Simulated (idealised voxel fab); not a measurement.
Proc. module: voxel trench capacitor
Xsec cut, 185 nm wide, square cell size 5 nm.
The cross-sections in this document take the form of a grid made of square cells. They are written out as bands, in order from top to bottom. Each band consists of one or more rows of cells. What a band's entry tells you: where the top is and where the bottom is, as heights in nm, and after that what lies inside, material by material from left to right, each with its width in nm. Empty space is written as the word "blank", and a single material marked with the word "full width" occupies the band from edge to edge. Heights are measured from 0, the level below which the as-received wafer is all one material; the lowest band has no bottom and continues downward, written as in "0 nm and below". So if you see something like "30->40" for the width, read it as the top row of the band sitting at the first number and the bottom row at the second, with every row in between moving by the same amount as the last. Where a step carries "nothing altered", the cross-section came out of it unchanged, cell for cell. Empty spaces counting at least 8 cells and having no open way to the top are listed in "Unvented internal voids". The notation width x height at distance is used for each, the distance being from the left edge and all three values in nm. Post-settings text on a step line: simulator's own remark regarding the step. "overlay nm" denotes, for a step that has a mask, the displacement of the mask to the right of its planned place, with negative values corresponding to the left.
[The planned process steps are enumerated hereunder]
step 1: RECEIVE,material Si
step 2: CONFORMAL_DEP,material SiN,thk nm 5
step 3: DIRECTIONAL_DEP,material aC,thk nm 15
step 4: PATTERN,tone open,mask id TRENCH,material resist,width nm 25,pitch nm 40,thk nm 35,overlay nm 0
step 5: DIRECTIONAL_ETCH,etch materials aC,depth nm 15
step 6: STRIP,etch materials resist
step 7: DIRECTIONAL_ETCH,etch materials SiN,depth nm 5
step 8: DIRECTIONAL_ETCH,etch materials Si,depth nm 30
step 9: STRIP,etch materials aC
step 10: CONFORMAL_DEP,material HfO2,thk nm 5
step 11: CONFORMAL_DEP,material TiN,thk nm 5
step 12: FILL_DEP,material W,thk nm 10
step 13: CMP,height nm 5
[Wafer, first of two, run as planned]
[Shown in cross-section is the wafer as received, that is, as it stands after step 1]
> 0 nm and below | Si full width
> Unvented internal voids: none
[Cross-section of the wafer subsequent to step 2]
> 5 nm to 0 nm | SiN full width
> Note: structure below 0 unchanged.
[Cross-section of the wafer subsequent to step 3]
> 20 nm to 5 nm | aC full width
> Note: structure below 5 unchanged.
[Cross-section of the wafer subsequent to step 4]
> 55 nm to 20 nm | resist 40; blank 25; resist 15; blank 25; resist 15; blank 25; resist 40
> Note: structure below 20 unchanged.
[Cross-section of the wafer subsequent to step 5]
> 40 nm to 20 nm | resist 40; blank 25; resist 15; blank 25; resist 15; blank 25; resist 40
> 20 nm to 5 nm | aC 40; blank 25; aC 15; blank 25; aC 15; blank 25; aC 40
> Note: structure below 5 unchanged.
[Cross-section of the wafer subsequent to step 6]
> 20 nm to 5 nm | aC 40; blank 25; aC 15; blank 25; aC 15; blank 25; aC 40
> Note: structure below 5 unchanged.
[Cross-section of the wafer subsequent to step 7]
> 20 nm to 5 nm | aC 40; blank 25; aC 15; blank 25; aC 15; blank 25; aC 40
> 5 nm to 0 nm | SiN 40; blank 25; SiN 15; blank 25; SiN 15; blank 25; SiN 40
> Note: structure below 0 unchanged.
[Cross-section of the wafer subsequent to step 8]
> 20 nm to 5 nm | aC 40; blank 25; aC 15; blank 25; aC 15; blank 25; aC 40
> 5 nm to 0 nm | SiN 40; blank 25; SiN 15; blank 25; SiN 15; blank 25; SiN 40
> 0 nm to -30 nm | Si 40; blank 25; Si 15; blank 25; Si 15; blank 25; Si 40
> Note: structure below -30 unchanged.
[Cross-section of the wafer subsequent to step 9]
> 5 nm to 0 nm | SiN 40; blank 25; SiN 15; blank 25; SiN 15; blank 25; SiN 40
> Note: structure below 0 unchanged.
[Cross-section of the wafer subsequent to step 10]
> 10 nm to 5 nm | HfO2 45; blank 15; HfO2 25; blank 15; HfO2 25; blank 15; HfO2 45
> 5 nm to 0 nm | SiN 40; HfO2 5; blank 15; HfO2 5; SiN 15; HfO2 5; blank 15; HfO2 5; SiN 15; HfO2 5; blank 15; HfO2 5; SiN 40
> 0 nm to -25 nm | Si 40; HfO2 5; blank 15; HfO2 5; Si 15; HfO2 5; blank 15; HfO2 5; Si 15; HfO2 5; blank 15; HfO2 5; Si 40
> -25 nm to -30 nm | Si 40; HfO2 25; Si 15; HfO2 25; Si 15; HfO2 25; Si 40
> Note: structure below -30 unchanged.
[Cross-section of the wafer subsequent to step 11]
> 15 nm to 10 nm | TiN 50; blank 5; TiN 35; blank 5; TiN 35; blank 5; TiN 50
> 10 nm to 5 nm | HfO2 45; TiN 5; blank 5; TiN 5; HfO2 25; TiN 5; blank 5; TiN 5; HfO2 25; TiN 5; blank 5; TiN 5; HfO2 45
> 5 nm to 0 nm | SiN 40; HfO2 5; TiN 5; blank 5; TiN 5; HfO2 5; SiN 15; HfO2 5; TiN 5; blank 5; TiN 5; HfO2 5; SiN 15; HfO2 5; TiN 5; blank 5; TiN 5; HfO2 5; SiN 40
> 0 nm to -20 nm | Si 40; HfO2 5; TiN 5; blank 5; TiN 5; HfO2 5; Si 15; HfO2 5; TiN 5; blank 5; TiN 5; HfO2 5; Si 15; HfO2 5; TiN 5; blank 5; TiN 5; HfO2 5; Si 40
> -20 nm to -25 nm | Si 40; HfO2 5; TiN 15; HfO2 5; Si 15; HfO2 5; TiN 15; HfO2 5; Si 15; HfO2 5; TiN 15; HfO2 5; Si 40
> Note: structure below -25 unchanged.
[Cross-section of the wafer subsequent to step 12]
> 25 nm to 15 nm | W full width
> 15 nm to 10 nm | TiN 50; W 5; TiN 35; W 5; TiN 35; W 5; TiN 50
> 10 nm to 5 nm | HfO2 45; TiN 5; W 5; TiN 5; HfO2 25; TiN 5; W 5; TiN 5; HfO2 25; TiN 5; W 5; TiN 5; HfO2 45
> 5 nm to 0 nm | SiN 40; HfO2 5; TiN 5; W 5; TiN 5; HfO2 5; SiN 15; HfO2 5; TiN 5; W 5; TiN 5; HfO2 5; SiN 15; HfO2 5; TiN 5; W 5; TiN 5; HfO2 5; SiN 40
> 0 nm to -20 nm | Si 40; HfO2 5; TiN 5; W 5; TiN 5; HfO2 5; Si 15; HfO2 5; TiN 5; W 5; TiN 5; HfO2 5; Si 15; HfO2 5; TiN 5; W 5; TiN 5; HfO2 5; Si 40
> Note: structure below -20 unchanged.
[Cross-section of the wafer subsequent to step 13]
> 5 nm to 0 nm | SiN 40; HfO2 5; TiN 5; W 5; TiN 5; HfO2 5; SiN 15; HfO2 5; TiN 5; W 5; TiN 5; HfO2 5; SiN 15; HfO2 5; TiN 5; W 5; TiN 5; HfO2 5; SiN 40
> Note: structure below 0 unchanged.
[second wafer: like start, like plan, one mistake. Through step 7 it matches the first wafer]
[Second wafer, sectioned view, at step 8's planned end time]
> 20 nm to 5 nm | aC 40; blank 25; aC 15; blank 25; aC 15; blank 25; aC 40
> 5 nm to 0 nm | SiN 40; blank 25; SiN 15; blank 25; SiN 15; blank 25; SiN 40
> 0 nm to -60 nm | Si 40; blank 25; Si 15; blank 25; Si 15; blank 25; Si 40
> Note: structure below -60 unchanged.
[Second wafer, sectioned view, at step 9's planned end time]
> 5 nm to 0 nm | SiN 40; blank 25; SiN 15; blank 25; SiN 15; blank 25; SiN 40
> Note: structure below 0 unchanged.
[Second wafer, sectioned view, at step 10's planned end time]
> 10 nm to 5 nm | HfO2 45; blank 15; HfO2 25; blank 15; HfO2 25; blank 15; HfO2 45
> 5 nm to 0 nm | SiN 40; HfO2 5; blank 15; HfO2 5; SiN 15; HfO2 5; blank 15; HfO2 5; SiN 15; HfO2 5; blank 15; HfO2 5; SiN 40
> 0 nm to -55 nm | Si 40; HfO2 5; blank 15; HfO2 5; Si 15; HfO2 5; blank 15; HfO2 5; Si 15; HfO2 5; blank 15; HfO2 5; Si 40
> -55 nm to -60 nm | Si 40; HfO2 25; Si 15; HfO2 25; Si 15; HfO2 25; Si 40
> Note: structure below -60 unchanged.
[Second wafer, sectioned view, at step 11's planned end time]
> 15 nm to 10 nm | TiN 50; blank 5; TiN 35; blank 5; TiN 35; blank 5; TiN 50
> 10 nm to 5 nm | HfO2 45; TiN 5; blank 5; TiN 5; HfO2 25; TiN 5; blank 5; TiN 5; HfO2 25; TiN 5; blank 5; TiN 5; HfO2 45
> 5 nm to 0 nm | SiN 40; HfO2 5; TiN 5; blank 5; TiN 5; HfO2 5; SiN 15; HfO2 5; TiN 5; blank 5; TiN 5; HfO2 5; SiN 15; HfO2 5; TiN 5; blank 5; TiN 5; HfO2 5; SiN 40
> 0 nm to -50 nm | Si 40; HfO2 5; TiN 5; blank 5; TiN 5; HfO2 5; Si 15; HfO2 5; TiN 5; blank 5; TiN 5; HfO2 5; Si 15; HfO2 5; TiN 5; blank 5; TiN 5; HfO2 5; Si 40
> -50 nm to -55 nm | Si 40; HfO2 5; TiN 15; HfO2 5; Si 15; HfO2 5; TiN 15; HfO2 5; Si 15; HfO2 5; TiN 15; HfO2 5; Si 40
> Note: structure below -55 unchanged.
[Second wafer, sectioned view, at step 12's planned end time]
> 25 nm to 15 nm | W full width
> 15 nm to 10 nm | TiN 50; W 5; TiN 35; W 5; TiN 35; W 5; TiN 50
> 10 nm to 5 nm | HfO2 45; TiN 5; W 5; TiN 5; HfO2 25; TiN 5; W 5; TiN 5; HfO2 25; TiN 5; W 5; TiN 5; HfO2 45
> 5 nm to 0 nm | SiN 40; HfO2 5; TiN 5; W 5; TiN 5; HfO2 5; SiN 15; HfO2 5; TiN 5; W 5; TiN 5; HfO2 5; SiN 15; HfO2 5; TiN 5; W 5; TiN 5; HfO2 5; SiN 40
> 0 nm to -50 nm | Si 40; HfO2 5; TiN 5; W 5; TiN 5; HfO2 5; Si 15; HfO2 5; TiN 5; W 5; TiN 5; HfO2 5; Si 15; HfO2 5; TiN 5; W 5; TiN 5; HfO2 5; Si 40
> Note: structure below -50 unchanged.
[Second wafer, sectioned view, at step 13's planned end time]
> 5 nm to 0 nm | SiN 40; HfO2 5; TiN 5; W 5; TiN 5; HfO2 5; SiN 15; HfO2 5; TiN 5; W 5; TiN 5; HfO2 5; SiN 15; HfO2 5; TiN 5; W 5; TiN 5; HfO2 5; SiN 40
> Note: structure below 0 unchanged.
So what did we get wrong on this run? it should be noted that step 8 of the plan was executed twice
In the final state, the cell counts of the second wafer exceed or fall short of those of the first for the following materials: 36 more of HfO2 | 90 fewer of Si | 36 more of TiN | 18 more of W
